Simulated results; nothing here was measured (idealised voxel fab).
process module | voxel wiring stack
Each square cell in cross-section cut measures 5 nm, and the section as a whole is 205 nm wide.
A cross-section in this document is a grid of square cells, and it is written down as bands, the top band listed before the ones below it; a band is made up of one or more rows of cells.
The band entry comprises the height of the band's top followed by the height of its bottom, expressed in nm, and subsequently the band's materials from left to right, each stated together with its width in nm. Where a single material is marked with the word "throughout", that material fills the band from edge to edge. The word "air" represents empty space.
Heights are expressed relative to 0, this being the level below which the as-received wafer comprises one material exclusively. The lowest band is unbounded in the downward direction and is denoted as in "z 0 and below".
Graded width ("30 to 40"): value in top row of band = first number; value in bottom row = second number; row-to-row change constant.
Take "nothing different" at face value: in the step it is given for, the cross-section changed in none of its cells.
If an empty space has no open way to the top and is at least 8 cells in size, "Encapsulated voids" lists it, written width x height at distance, where distance is measured from the left edge and every value is in nm.
Text after the settings on a step's line: the simulator's own remark on that step.
You can add "overlay nm" to a step's line. For a step with a mask, it describes how far the mask lay to the right of its planned position, and a negative number describes a lay to the left.

The planned process steps are enumerated hereunder
step 1: op RECEIVE | material Si
step 2: op CONFORMAL_DEP | material SiO2 | thk nm 10
step 3: op CONFORMAL_DEP | material SiCN | thk nm 5
step 4: op DIRECTIONAL_DEP | material SiO2 | thk nm 25
step 5: op PATTERN | tone open | mask id METAL_1 | material resist | width nm 25 | pitch nm 40 | thk nm 15 | overlay nm 0
step 6: op DIRECTIONAL_ETCH | etch materials SiO2 | depth nm 25
step 7: op DIRECTIONAL_ETCH | etch materials SiCN | depth nm 5
step 8: op STRIP | etch materials resist
step 9: op CONFORMAL_DEP | material TiN | thk nm 5
step 10: op FILL_DEP | material Cu | thk nm 5
step 11: op CMP | height nm 40
step 12: op EPI | material Ru | thk nm 5
step 13: op FILL_DEP | material SiCN | thk nm 5
step 14: op DIRECTIONAL_DEP | material SiO2 | thk nm 10
step 15: op MASKED_ETCH | tone open | mask id PLUG_1 | width nm 15 | pitch nm 40 | etch materials SiO2 | depth nm 10 | overlay nm 0
step 16: op MASKED_ETCH | tone open | mask id PLUG_1 | width nm 15 | pitch nm 40 | etch materials SiCN | depth nm 5 | overlay nm 0
step 17: op EPI | material Ru | thk nm 10
step 18: op EPI | material Ru | thk nm 5
step 19: op CONFORMAL_DEP | material SiN | thk nm 5
step 20: op DIRECTIONAL_DEP | material SiO2 | thk nm 25
step 21: op MASKED_ETCH | tone open | mask id METAL_2 | width nm 25 | pitch nm 40 | etch materials SiO2 | depth nm 25 | overlay nm 0
step 22: op MASKED_ETCH | tone open | mask id METAL_2 | width nm 25 | pitch nm 40 | etch materials SiN | depth nm 5 | overlay nm 0
step 23: op CONFORMAL_DEP | material TiN | thk nm 5
step 24: op FILL_DEP | material Cu | thk nm 5
step 25: op CMP | height nm 90
step 26: op CONFORMAL_DEP | material SiCN | thk nm 5
step 27: op DIRECTIONAL_DEP | material lowk | thk nm 15
step 28: op MASKED_ETCH | tone open | mask id PLUG_2 | width nm 15 | pitch nm 40 | etch materials lowk | depth nm 15 | overlay nm 0
step 29: op MASKED_ETCH | tone open | mask id PLUG_2 | width nm 15 | pitch nm 40 | etch materials SiCN | depth nm 5 | overlay nm 0
step 30: op EPI | material Ru | thk nm 10
step 31: op EPI | material Ru | thk nm 10
step 32: op CONFORMAL_DEP | material SiCN | thk nm 5
step 33: op DIRECTIONAL_DEP | material lowk | thk nm 20
step 34: op DIRECTIONAL_DEP | material aC | thk nm 15
step 35: op PATTERN | tone open | mask id METAL_3 | material resist | width nm 25 | pitch nm 40 | thk nm 35 | overlay nm 0
step 36: op DIRECTIONAL_ETCH | etch materials aC | depth nm 15
step 37: op STRIP | etch materials resist
step 38: op DIRECTIONAL_ETCH | etch materials lowk | depth nm 20
step 39: op DIRECTIONAL_ETCH | etch materials SiCN | depth nm 5
step 40: op STRIP | etch materials aC
step 41: op CONFORMAL_DEP | material TiN | thk nm 5
step 42: op FILL_DEP | material Cu | thk nm 10
step 43: op CMP | height nm 135
step 44: op CONFORMAL_DEP | material SiN | thk nm 5

On the first of the two wafers: run conducted according to plan

Here's what the wafer looked like in cross-section when it arrived - that's after step 1
  z 0 and below = Si throughout
  Encapsulated voids: none

Once step 2 is through, the wafer looks like this in cross-section
  z 10 to 0 = SiO2 throughout
  Below 0, no change.

Once step 3 is through, the wafer looks like this in cross-section
  z 15 to 10 = SiCN throughout
  Below 10, no change.

Once step 4 is through, the wafer looks like this in cross-section
  z 40 to 15 = SiO2 throughout
  Below 15, no change.

Once step 5 is through, the wafer looks like this in cross-section
  z 55 to 40 = resist (30), then air (25), then resist (15), then air (25), then resist (15), then air (25), then resist (15), then air (25), then resist (30)
  Below 40, no change.

Once step 6 is through, the wafer looks like this in cross-section
  z 55 to 40 = resist (30), then air (25), then resist (15), then air (25), then resist (15), then air (25), then resist (15), then air (25), then resist (30)
  z 40 to 15 = SiO2 (30), then air (25), then SiO2 (15), then air (25), then SiO2 (15), then air (25), then SiO2 (15), then air (25), then SiO2 (30)
  Below 15, no change.

Once step 7 is through, the wafer looks like this in cross-section
  z 55 to 40 = resist (30), then air (25), then resist (15), then air (25), then resist (15), then air (25), then resist (15), then air (25), then resist (30)
  z 40 to 15 = SiO2 (30), then air (25), then SiO2 (15), then air (25), then SiO2 (15), then air (25), then SiO2 (15), then air (25), then SiO2 (30)
  z 15 to 10 = SiCN (30), then air (25), then SiCN (15), then air (25), then SiCN (15), then air (25), then SiCN (15), then air (25), then SiCN (30)
  Below 10, no change.

Once step 8 is through, the wafer looks like this in cross-section
  z 40 to 15 = SiO2 (30), then air (25), then SiO2 (15), then air (25), then SiO2 (15), then air (25), then SiO2 (15), then air (25), then SiO2 (30)
  Below 15, no change.

Once step 9 is through, the wafer looks like this in cross-section
  z 45 to 40 = TiN (35), then air (15), then TiN (25), then air (15), then TiN (25), then air (15), then TiN (25), then air (15), then TiN (35)
  z 40 to 15 = SiO2 (30), then TiN (5), then air (15), then TiN (5), then SiO2 (15), then TiN (5), then air (15), then TiN (5), then SiO2 (15), then TiN (5), then air (15), then TiN (5), then SiO2 (15), then TiN (5), then air (15), then TiN (5), then SiO2 (30)
  z 15 to 10 = SiCN (30), then TiN (25), then SiCN (15), then TiN (25), then SiCN (15), then TiN (25), then SiCN (15), then TiN (25), then SiCN (30)
  Below 10, no change.

Once step 10 is through, the wafer looks like this in cross-section
  z 50 to 45 = Cu throughout
  z 45 to 40 = TiN (35), then Cu (15), then TiN (25), then Cu (15), then TiN (25), then Cu (15), then TiN (25), then Cu (15), then TiN (35)
  z 40 to 15 = SiO2 (30), then TiN (5), then Cu (15), then TiN (5), then SiO2 (15), then TiN (5), then Cu (15), then TiN (5), then SiO2 (15), then TiN (5), then Cu (15), then TiN (5), then SiO2 (15), then TiN (5), then Cu (15), then TiN (5), then SiO2 (30)
  Below 15, no change.

Once step 11 is through, the wafer looks like this in cross-section
  z 40 to 15 = SiO2 (30), then TiN (5), then Cu (15), then TiN (5), then SiO2 (15), then TiN (5), then Cu (15), then TiN (5), then SiO2 (15), then TiN (5), then Cu (15), then TiN (5), then SiO2 (15), then TiN (5), then Cu (15), then TiN (5), then SiO2 (30)
  Below 15, no change.

Once step 12 is through, the wafer looks like this in cross-section
  z 45 to 40 = air (25), then Ru (35), then air (5), then Ru (35), then air (5), then Ru (35), then air (5), then Ru (35), then air (25)
  Below 40, no change.

Once step 13 is through, the wafer looks like this in cross-section
  z 50 to 45 = SiCN throughout
  z 45 to 40 = SiCN (25), then Ru (35), then SiCN (5), then Ru (35), then SiCN (5), then Ru (35), then SiCN (5), then Ru (35), then SiCN (25)
  Below 40, no change.

Once step 14 is through, the wafer looks like this in cross-section
  z 60 to 50 = SiO2 throughout
  Below 50, no change.

Once step 15 is through, the wafer looks like this in cross-section
  z 60 to 50 = SiO2 (30), then air (15), then SiO2 (25), then air (15), then SiO2 (25), then air (15), then SiO2 (25), then air (15), then SiO2 (40)
  Below 50, no change.

Once step 16 is through, the wafer looks like this in cross-section
  z 60 to 50 = SiO2 (30), then air (15), then SiO2 (25), then air (15), then SiO2 (25), then air (15), then SiO2 (25), then air (15), then SiO2 (40)
  z 50 to 45 = SiCN (30), then air (15), then SiCN (25), then air (15), then SiCN (25), then air (15), then SiCN (25), then air (15), then SiCN (40)
  Below 45, no change.

Once step 17 is through, the wafer looks like this in cross-section
  z 60 to 55 = SiO2 (30), then air (15), then SiO2 (25), then air (15), then SiO2 (25), then air (15), then SiO2 (25), then air (15), then SiO2 (40)
  z 55 to 50 = SiO2 (30), then Ru (15), then SiO2 (25), then Ru (15), then SiO2 (25), then Ru (15), then SiO2 (25), then Ru (15), then SiO2 (40)
  z 50 to 40 = SiCN (30 to 25), then Ru (15 to 35), then SiCN (25 to 5), then Ru (15 to 35), then SiCN (25 to 5), then Ru (15 to 35), then SiCN (25 to 5), then Ru (15 to 35), then SiCN (40 to 25)
  Below 40, no change.

Once step 18 is through, the wafer looks like this in cross-section
  z 60 to 50 = SiO2 (30), then Ru (15), then SiO2 (25), then Ru (15), then SiO2 (25), then Ru (15), then SiO2 (25), then Ru (15), then SiO2 (40)
  Below 50, no change.

Once step 19 is through, the wafer looks like this in cross-section
  z 65 to 60 = SiN throughout
  Below 60, no change.

Once step 20 is through, the wafer looks like this in cross-section
  z 90 to 65 = SiO2 throughout
  Below 65, no change.

Once step 21 is through, the wafer looks like this in cross-section
  z 90 to 65 = SiO2 (30), then air (25), then SiO2 (15), then air (25), then SiO2 (15), then air (25), then SiO2 (15), then air (25), then SiO2 (30)
  Below 65, no change.

Once step 22 is through, the wafer looks like this in cross-section
  z 90 to 65 = SiO2 (30), then air (25), then SiO2 (15), then air (25), then SiO2 (15), then air (25), then SiO2 (15), then air (25), then SiO2 (30)
  z 65 to 60 = SiN (30), then air (25), then SiN (15), then air (25), then SiN (15), then air (25), then SiN (15), then air (25), then SiN (30)
  Below 60, no change.

Once step 23 is through, the wafer looks like this in cross-section
  z 95 to 90 = TiN (35), then air (15), then TiN (25), then air (15), then TiN (25), then air (15), then TiN (25), then air (15), then TiN (35)
  z 90 to 65 = SiO2 (30), then TiN (5), then air (15), then TiN (5), then SiO2 (15), then TiN (5), then air (15), then TiN (5), then SiO2 (15), then TiN (5), then air (15), then TiN (5), then SiO2 (15), then TiN (5), then air (15), then TiN (5), then SiO2 (30)
  z 65 to 60 = SiN (30), then TiN (25), then SiN (15), then TiN (25), then SiN (15), then TiN (25), then SiN (15), then TiN (25), then SiN (30)
  Below 60, no change.

Once step 24 is through, the wafer looks like this in cross-section
  z 100 to 95 = Cu throughout
  z 95 to 90 = TiN (35), then Cu (15), then TiN (25), then Cu (15), then TiN (25), then Cu (15), then TiN (25), then Cu (15), then TiN (35)
  z 90 to 65 = SiO2 (30), then TiN (5), then Cu (15), then TiN (5), then SiO2 (15), then TiN (5), then Cu (15), then TiN (5), then SiO2 (15), then TiN (5), then Cu (15), then TiN (5), then SiO2 (15), then TiN (5), then Cu (15), then TiN (5), then SiO2 (30)
  Below 65, no change.

Once step 25 is through, the wafer looks like this in cross-section
  z 90 to 65 = SiO2 (30), then TiN (5), then Cu (15), then TiN (5), then SiO2 (15), then TiN (5), then Cu (15), then TiN (5), then SiO2 (15), then TiN (5), then Cu (15), then TiN (5), then SiO2 (15), then TiN (5), then Cu (15), then TiN (5), then SiO2 (30)
  Below 65, no change.

Once step 26 is through, the wafer looks like this in cross-section
  z 95 to 90 = SiCN throughout
  Below 90, no change.

Once step 27 is through, the wafer looks like this in cross-section
  z 110 to 95 = lowk throughout
  Below 95, no change.

Once step 28 is through, the wafer looks like this in cross-section
  z 110 to 95 = lowk (30), then air (15), then lowk (25), then air (15), then lowk (25), then air (15), then lowk (25), then air (15), then lowk (40)
  Below 95, no change.

Once step 29 is through, the wafer looks like this in cross-section
  z 110 to 95 = lowk (30), then air (15), then lowk (25), then air (15), then lowk (25), then air (15), then lowk (25), then air (15), then lowk (40)
  z 95 to 90 = SiCN (30), then air (15), then SiCN (25), then air (15), then SiCN (25), then air (15), then SiCN (25), then air (15), then SiCN (40)
  Below 90, no change.

Once step 30 is through, the wafer looks like this in cross-section
  z 110 to 100 = lowk (30), then air (15), then lowk (25), then air (15), then lowk (25), then air (15), then lowk (25), then air (15), then lowk (40)
  z 100 to 95 = lowk (30), then Ru (15), then lowk (25), then Ru (15), then lowk (25), then Ru (15), then lowk (25), then Ru (15), then lowk (40)
  z 95 to 90 = SiCN (30), then Ru (15), then SiCN (25), then Ru (15), then SiCN (25), then Ru (15), then SiCN (25), then Ru (15), then SiCN (40)
  Below 90, no change.

Once step 31 is through, the wafer looks like this in cross-section
  z 110 to 95 = lowk (30), then Ru (15), then lowk (25), then Ru (15), then lowk (25), then Ru (15), then lowk (25), then Ru (15), then lowk (40)
  Below 95, no change.

Once step 32 is through, the wafer looks like this in cross-section
  z 115 to 110 = SiCN throughout
  Below 110, no change.

Once step 33 is through, the wafer looks like this in cross-section
  z 135 to 115 = lowk throughout
  Below 115, no change.

Once step 34 is through, the wafer looks like this in cross-section
  z 150 to 135 = aC throughout
  Below 135, no change.

Once step 35 is through, the wafer looks like this in cross-section
  z 185 to 150 = resist (30), then air (25), then resist (15), then air (25), then resist (15), then air (25), then resist (15), then air (25), then resist (30)
  Below 150, no change.

Once step 36 is through, the wafer looks like this in cross-section
  z 170 to 150 = resist (30), then air (25), then resist (15), then air (25), then resist (15), then air (25), then resist (15), then air (25), then resist (30)
  z 150 to 135 = aC (30), then air (25), then aC (15), then air (25), then aC (15), then air (25), then aC (15), then air (25), then aC (30)
  Below 135, no change.

Once step 37 is through, the wafer looks like this in cross-section
  z 150 to 135 = aC (30), then air (25), then aC (15), then air (25), then aC (15), then air (25), then aC (15), then air (25), then aC (30)
  Below 135, no change.

Once step 38 is through, the wafer looks like this in cross-section
  z 150 to 135 = aC (30), then air (25), then aC (15), then air (25), then aC (15), then air (25), then aC (15), then air (25), then aC (30)
  z 135 to 115 = lowk (30), then air (25), then lowk (15), then air (25), then lowk (15), then air (25), then lowk (15), then air (25), then lowk (30)
  Below 115, no change.

Once step 39 is through, the wafer looks like this in cross-section
  z 150 to 135 = aC (30), then air (25), then aC (15), then air (25), then aC (15), then air (25), then aC (15), then air (25), then aC (30)
  z 135 to 115 = lowk (30), then air (25), then lowk (15), then air (25), then lowk (15), then air (25), then lowk (15), then air (25), then lowk (30)
  z 115 to 110 = SiCN (30), then air (25), then SiCN (15), then air (25), then SiCN (15), then air (25), then SiCN (15), then air (25), then SiCN (30)
  Below 110, no change.

Once step 40 is through, the wafer looks like this in cross-section
  z 135 to 115 = lowk (30), then air (25), then lowk (15), then air (25), then lowk (15), then air (25), then lowk (15), then air (25), then lowk (30)
  Below 115, no change.

Once step 41 is through, the wafer looks like this in cross-section
  z 140 to 135 = TiN (35), then air (15), then TiN (25), then air (15), then TiN (25), then air (15), then TiN (25), then air (15), then TiN (35)
  z 135 to 115 = lowk (30), then TiN (5), then air (15), then TiN (5), then lowk (15), then TiN (5), then air (15), then TiN (5), then lowk (15), then TiN (5), then air (15), then TiN (5), then lowk (15), then TiN (5), then air (15), then TiN (5), then lowk (30)
  z 115 to 110 = SiCN (30), then TiN (25), then SiCN (15), then TiN (25), then SiCN (15), then TiN (25), then SiCN (15), then TiN (25), then SiCN (30)
  Below 110, no change.

Once step 42 is through, the wafer looks like this in cross-section
  z 150 to 140 = Cu throughout
  z 140 to 135 = TiN (35), then Cu (15), then TiN (25), then Cu (15), then TiN (25), then Cu (15), then TiN (25), then Cu (15), then TiN (35)
  z 135 to 115 = lowk (30), then TiN (5), then Cu (15), then TiN (5), then lowk (15), then TiN (5), then Cu (15), then TiN (5), then lowk (15), then TiN (5), then Cu (15), then TiN (5), then lowk (15), then TiN (5), then Cu (15), then TiN (5), then lowk (30)
  Below 115, no change.

Once step 43 is through, the wafer looks like this in cross-section
  z 135 to 115 = lowk (30), then TiN (5), then Cu (15), then TiN (5), then lowk (15), then TiN (5), then Cu (15), then TiN (5), then lowk (15), then TiN (5), then Cu (15), then TiN (5), then lowk (15), then TiN (5), then Cu (15), then TiN (5), then lowk (30)
  Below 115, no change.

Once step 44 is through, the wafer looks like this in cross-section
  z 140 to 135 = SiN throughout
  Below 135, no change.

It is to be noted that the second wafer proceeded from the same initial state and according to the same plan as the first, although one mistake was committed in its execution; through step 4, inclusive, the two wafers share an identical history

Cross-section: second wafer, time at which step 5 was scheduled to end
  z 55 to 40 = air (30), then resist (25), then air (15), then resist (25), then air (15), then resist (25), then air (15), then resist (25), then air (30)
  Below 40, no change.

Cross-section: second wafer, time at which step 6 was scheduled to end
  z 55 to 40 = air (30), then resist (25), then air (15), then resist (25), then air (15), then resist (25), then air (15), then resist (25), then air (30)
  z 40 to 15 = air (30), then SiO2 (25), then air (15), then SiO2 (25), then air (15), then SiO2 (25), then air (15), then SiO2 (25), then air (30)
  Below 15, no change.

Cross-section: second wafer, time at which step 7 was scheduled to end
  z 55 to 40 = air (30), then resist (25), then air (15), then resist (25), then air (15), then resist (25), then air (15), then resist (25), then air (30)
  z 40 to 15 = air (30), then SiO2 (25), then air (15), then SiO2 (25), then air (15), then SiO2 (25), then air (15), then SiO2 (25), then air (30)
  z 15 to 10 = air (30), then SiCN (25), then air (15), then SiCN (25), then air (15), then SiCN (25), then air (15), then SiCN (25), then air (30)
  Below 10, no change.

Cross-section: second wafer, time at which step 8 was scheduled to end
  z 40 to 15 = air (30), then SiO2 (25), then air (15), then SiO2 (25), then air (15), then SiO2 (25), then air (15), then SiO2 (25), then air (30)
  Below 15, no change.

Cross-section: second wafer, time at which step 9 was scheduled to end
  z 45 to 40 = air (25), then TiN (35), then air (5), then TiN (35), then air (5), then TiN (35), then air (5), then TiN (35), then air (25)
  z 40 to 15 = air (25), then TiN (5), then SiO2 (25), then TiN (5), then air (5), then TiN (5), then SiO2 (25), then TiN (5), then air (5), then TiN (5), then SiO2 (25), then TiN (5), then air (5), then TiN (5), then SiO2 (25), then TiN (5), then air (25)
  z 15 to 10 = TiN (30), then SiCN (25), then TiN (15), then SiCN (25), then TiN (15), then SiCN (25), then TiN (15), then SiCN (25), then TiN (30)
  Below 10, no change.

Cross-section: second wafer, time at which step 10 was scheduled to end
  z 50 to 45 = Cu throughout
  z 45 to 40 = Cu (25), then TiN (35), then Cu (5), then TiN (35), then Cu (5), then TiN (35), then Cu (5), then TiN (35), then Cu (25)
  z 40 to 15 = Cu (25), then TiN (5), then SiO2 (25), then TiN (5), then Cu (5), then TiN (5), then SiO2 (25), then TiN (5), then Cu (5), then TiN (5), then SiO2 (25), then TiN (5), then Cu (5), then TiN (5), then SiO2 (25), then TiN (5), then Cu (25)
  Below 15, no change.

Cross-section: second wafer, time at which step 11 was scheduled to end
  z 40 to 15 = Cu (25), then TiN (5), then SiO2 (25), then TiN (5), then Cu (5), then TiN (5), then SiO2 (25), then TiN (5), then Cu (5), then TiN (5), then SiO2 (25), then TiN (5), then Cu (5), then TiN (5), then SiO2 (25), then TiN (5), then Cu (25)
  Below 15, no change.

Cross-section: second wafer, time at which step 12 was scheduled to end
  z 45 to 40 = Ru (35), then air (15), then Ru (25), then air (15), then Ru (25), then air (15), then Ru (25), then air (15), then Ru (35)
  Below 40, no change.

Cross-section: second wafer, time at which step 13 was scheduled to end
  z 50 to 45 = SiCN throughout
  z 45 to 40 = Ru (35), then SiCN (15), then Ru (25), then SiCN (15), then Ru (25), then SiCN (15), then Ru (25), then SiCN (15), then Ru (35)
  Below 40, no change.

Cross-section: second wafer, time at which step 14 was scheduled to end
  z 60 to 50 = SiO2 throughout
  Below 50, no change.

Cross-section: second wafer, time at which step 15 was scheduled to end
  z 60 to 50 = SiO2 (30), then air (15), then SiO2 (25), then air (15), then SiO2 (25), then air (15), then SiO2 (25), then air (15), then SiO2 (40)
  Below 50, no change.

Cross-section: second wafer, time at which step 16 was scheduled to end
  z 60 to 50 = SiO2 (30), then air (15), then SiO2 (25), then air (15), then SiO2 (25), then air (15), then SiO2 (25), then air (15), then SiO2 (40)
  z 50 to 45 = SiCN (30), then air (15), then SiCN (25), then air (15), then SiCN (25), then air (15), then SiCN (25), then air (15), then SiCN (40)
  Below 45, no change.

Cross-section: second wafer, time at which step 17 was scheduled to end
  z 60 to 55 = SiO2 (30), then air (15), then SiO2 (25), then air (15), then SiO2 (25), then air (15), then SiO2 (25), then air (15), then SiO2 (40)
  z 55 to 50 = SiO2 (30), then Ru (15), then SiO2 (25), then Ru (15), then SiO2 (25), then Ru (15), then SiO2 (25), then Ru (15), then SiO2 (40)
  z 50 to 45 = SiCN (30), then Ru (15), then SiCN (25), then Ru (15), then SiCN (25), then Ru (15), then SiCN (25), then Ru (15), then SiCN (40)
  Below 45, no change.

Cross-section: second wafer, time at which step 18 was scheduled to end
  z 60 to 50 = SiO2 (30), then Ru (15), then SiO2 (25), then Ru (15), then SiO2 (25), then Ru (15), then SiO2 (25), then Ru (15), then SiO2 (40)
  Below 50, no change.

Cross-section: second wafer, time at which step 19 was scheduled to end
  z 65 to 60 = SiN throughout
  Below 60, no change.

Cross-section: second wafer, time at which step 20 was scheduled to end
  z 90 to 65 = SiO2 throughout
  Below 65, no change.

Cross-section: second wafer, time at which step 21 was scheduled to end
  z 90 to 65 = SiO2 (30), then air (25), then SiO2 (15), then air (25), then SiO2 (15), then air (25), then SiO2 (15), then air (25), then SiO2 (30)
  Below 65, no change.

Cross-section: second wafer, time at which step 22 was scheduled to end
  z 90 to 65 = SiO2 (30), then air (25), then SiO2 (15), then air (25), then SiO2 (15), then air (25), then SiO2 (15), then air (25), then SiO2 (30)
  z 65 to 60 = SiN (30), then air (25), then SiN (15), then air (25), then SiN (15), then air (25), then SiN (15), then air (25), then SiN (30)
  Below 60, no change.

Cross-section: second wafer, time at which step 23 was scheduled to end
  z 95 to 90 = TiN (35), then air (15), then TiN (25), then air (15), then TiN (25), then air (15), then TiN (25), then air (15), then TiN (35)
  z 90 to 65 = SiO2 (30), then TiN (5), then air (15), then TiN (5), then SiO2 (15), then TiN (5), then air (15), then TiN (5), then SiO2 (15), then TiN (5), then air (15), then TiN (5), then SiO2 (15), then TiN (5), then air (15), then TiN (5), then SiO2 (30)
  z 65 to 60 = SiN (30), then TiN (25), then SiN (15), then TiN (25), then SiN (15), then TiN (25), then SiN (15), then TiN (25), then SiN (30)
  Below 60, no change.

Cross-section: second wafer, time at which step 24 was scheduled to end
  z 100 to 95 = Cu throughout
  z 95 to 90 = TiN (35), then Cu (15), then TiN (25), then Cu (15), then TiN (25), then Cu (15), then TiN (25), then Cu (15), then TiN (35)
  z 90 to 65 = SiO2 (30), then TiN (5), then Cu (15), then TiN (5), then SiO2 (15), then TiN (5), then Cu (15), then TiN (5), then SiO2 (15), then TiN (5), then Cu (15), then TiN (5), then SiO2 (15), then TiN (5), then Cu (15), then TiN (5), then SiO2 (30)
  Below 65, no change.

Cross-section: second wafer, time at which step 25 was scheduled to end
  z 90 to 65 = SiO2 (30), then TiN (5), then Cu (15), then TiN (5), then SiO2 (15), then TiN (5), then Cu (15), then TiN (5), then SiO2 (15), then TiN (5), then Cu (15), then TiN (5), then SiO2 (15), then TiN (5), then Cu (15), then TiN (5), then SiO2 (30)
  Below 65, no change.

Cross-section: second wafer, time at which step 26 was scheduled to end
  z 95 to 90 = SiCN throughout
  Below 90, no change.

Cross-section: second wafer, time at which step 27 was scheduled to end
  z 110 to 95 = lowk throughout
  Below 95, no change.

Cross-section: second wafer, time at which step 28 was scheduled to end
  z 110 to 95 = lowk (30), then air (15), then lowk (25), then air (15), then lowk (25), then air (15), then lowk (25), then air (15), then lowk (40)
  Below 95, no change.

Cross-section: second wafer, time at which step 29 was scheduled to end
  z 110 to 95 = lowk (30), then air (15), then lowk (25), then air (15), then lowk (25), then air (15), then lowk (25), then air (15), then lowk (40)
  z 95 to 90 = SiCN (30), then air (15), then SiCN (25), then air (15), then SiCN (25), then air (15), then SiCN (25), then air (15), then SiCN (40)
  Below 90, no change.

Cross-section: second wafer, time at which step 30 was scheduled to end
  z 110 to 100 = lowk (30), then air (15), then lowk (25), then air (15), then lowk (25), then air (15), then lowk (25), then air (15), then lowk (40)
  z 100 to 95 = lowk (30), then Ru (15), then lowk (25), then Ru (15), then lowk (25), then Ru (15), then lowk (25), then Ru (15), then lowk (40)
  z 95 to 90 = SiCN (30), then Ru (15), then SiCN (25), then Ru (15), then SiCN (25), then Ru (15), then SiCN (25), then Ru (15), then SiCN (40)
  Below 90, no change.

Cross-section: second wafer, time at which step 31 was scheduled to end
  z 110 to 95 = lowk (30), then Ru (15), then lowk (25), then Ru (15), then lowk (25), then Ru (15), then lowk (25), then Ru (15), then lowk (40)
  Below 95, no change.

Cross-section: second wafer, time at which step 32 was scheduled to end
  z 115 to 110 = SiCN throughout
  Below 110, no change.

Cross-section: second wafer, time at which step 33 was scheduled to end
  z 135 to 115 = lowk throughout
  Below 115, no change.

Cross-section: second wafer, time at which step 34 was scheduled to end
  z 150 to 135 = aC throughout
  Below 135, no change.

Cross-section: second wafer, time at which step 35 was scheduled to end
  z 185 to 150 = resist (30), then air (25), then resist (15), then air (25), then resist (15), then air (25), then resist (15), then air (25), then resist (30)
  Below 150, no change.

Cross-section: second wafer, time at which step 36 was scheduled to end
  z 170 to 150 = resist (30), then air (25), then resist (15), then air (25), then resist (15), then air (25), then resist (15), then air (25), then resist (30)
  z 150 to 135 = aC (30), then air (25), then aC (15), then air (25), then aC (15), then air (25), then aC (15), then air (25), then aC (30)
  Below 135, no change.

Cross-section: second wafer, time at which step 37 was scheduled to end
  z 150 to 135 = aC (30), then air (25), then aC (15), then air (25), then aC (15), then air (25), then aC (15), then air (25), then aC (30)
  Below 135, no change.

Cross-section: second wafer, time at which step 38 was scheduled to end
  z 150 to 135 = aC (30), then air (25), then aC (15), then air (25), then aC (15), then air (25), then aC (15), then air (25), then aC (30)
  z 135 to 115 = lowk (30), then air (25), then lowk (15), then air (25), then lowk (15), then air (25), then lowk (15), then air (25), then lowk (30)
  Below 115, no change.

Cross-section: second wafer, time at which step 39 was scheduled to end
  z 150 to 135 = aC (30), then air (25), then aC (15), then air (25), then aC (15), then air (25), then aC (15), then air (25), then aC (30)
  z 135 to 115 = lowk (30), then air (25), then lowk (15), then air (25), then lowk (15), then air (25), then lowk (15), then air (25), then lowk (30)
  z 115 to 110 = SiCN (30), then air (25), then SiCN (15), then air (25), then SiCN (15), then air (25), then SiCN (15), then air (25), then SiCN (30)
  Below 110, no change.

Cross-section: second wafer, time at which step 40 was scheduled to end
  z 135 to 115 = lowk (30), then air (25), then lowk (15), then air (25), then lowk (15), then air (25), then lowk (15), then air (25), then lowk (30)
  Below 115, no change.

Cross-section: second wafer, time at which step 41 was scheduled to end
  z 140 to 135 = TiN (35), then air (15), then TiN (25), then air (15), then TiN (25), then air (15), then TiN (25), then air (15), then TiN (35)
  z 135 to 115 = lowk (30), then TiN (5), then air (15), then TiN (5), then lowk (15), then TiN (5), then air (15), then TiN (5), then lowk (15), then TiN (5), then air (15), then TiN (5), then lowk (15), then TiN (5), then air (15), then TiN (5), then lowk (30)
  z 115 to 110 = SiCN (30), then TiN (25), then SiCN (15), then TiN (25), then SiCN (15), then TiN (25), then SiCN (15), then TiN (25), then SiCN (30)
  Below 110, no change.

Cross-section: second wafer, time at which step 42 was scheduled to end
  z 150 to 140 = Cu throughout
  z 140 to 135 = TiN (35), then Cu (15), then TiN (25), then Cu (15), then TiN (25), then Cu (15), then TiN (25), then Cu (15), then TiN (35)
  z 135 to 115 = lowk (30), then TiN (5), then Cu (15), then TiN (5), then lowk (15), then TiN (5), then Cu (15), then TiN (5), then lowk (15), then TiN (5), then Cu (15), then TiN (5), then lowk (15), then TiN (5), then Cu (15), then TiN (5), then lowk (30)
  Below 115, no change.

Cross-section: second wafer, time at which step 43 was scheduled to end
  z 135 to 115 = lowk (30), then TiN (5), then Cu (15), then TiN (5), then lowk (15), then TiN (5), then Cu (15), then TiN (5), then lowk (15), then TiN (5), then Cu (15), then TiN (5), then lowk (15), then TiN (5), then Cu (15), then TiN (5), then lowk (30)
  Below 115, no change.

Cross-section: second wafer, time at which step 44 was scheduled to end
  z 140 to 135 = SiN throughout
  Below 135, no change.
Heads up, the wafer didn't run the way we planned it: rather than as planned, step 5 actually ran as op PATTERN | tone cover | mask id METAL_1 | material resist | width nm 25 | pitch nm 40 | thk nm 15 | overlay nm 0
End check, counted in cells, second wafer has more or fewer of these materials than the first: +5 Cu, +1 Ru, -2 SiCN, -5 SiO2, +1 TiN
